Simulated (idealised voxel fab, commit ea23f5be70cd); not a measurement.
The following is a process module called voxel double patterning.
We display cut, a cross-section 245 nm in width whose square cells are each 5 nm.
A cross-section is written here as square cells arranged in a grid, and it is given in bands from the top down, each band taking up one or more rows of cells.
Top height, bottom height, nm. Materials left to right, width each, nm. Single material + "everywhere" = fills band edge to edge. "empty" = empty.
Measure heights from 0. That's the level where, below it, the as-received wafer is all one material. The lowest band is bottomless and extends downward; write it as in "0 -> down".
A two-number width, for instance "30->40", indicates that the width is equal to the first number in the top row of the band and to the second number in the bottom row, and that it changes by a constant amount per row of cells.
Take "no change occurred" at face value: in the step it is given for, the cross-section changed in none of its cells.
Entry "Closed void list". Content: empty spaces with no open connection to the top, size 8 cells or greater. Each: width x height at distance. Distance: from left edge. Unit: nm.
Read whatever lies past the settings on a step's line as the simulator's own remark about the step.
overlay nm: where the mask lay relative to plan, measured to the right, on steps with a mask; negatives go left.
**Listed below are the process steps as planned**
- 1: RECEIVE with material Si
- 2: CONFORMAL_DEP with material SiO2, thk nm 10
- 3: DIRECTIONAL_DEP with material W, thk nm 20
- 4: DIRECTIONAL_DEP with material SiCN, thk nm 10
- 5: MASKED_ETCH with tone open, mask id FIRST, width nm 15, pitch nm 50, etch materials SiCN, depth nm 10, overlay nm 0
- 6: MASKED_ETCH with tone open, mask id SECOND, width nm 15, etch materials SiCN, depth nm 10, overlay nm 0
- 7: DIRECTIONAL_ETCH with etch materials W, depth nm 20
- 8: STRIP with etch materials SiCN
**as received, after step 1**
* 0 -> down | Si everywhere
* Closed void list: none
**The cross-section shown corresponds to the wafer at the conclusion of the module. The initial structure and the process plan are those presented above; however, one mistake occurred in executing the plan**
* 20 -> 10 | W everywhere
* 10 -> 0 | SiO2 everywhere
* 0 -> down | Si everywhere
* Closed void list: none
It is concluded that the wafer was processed incorrectly with respect to the plan, in that heads up, step 4 didn't go per plan, it actually ran as DIRECTIONAL_DEP with material W, thk nm 10
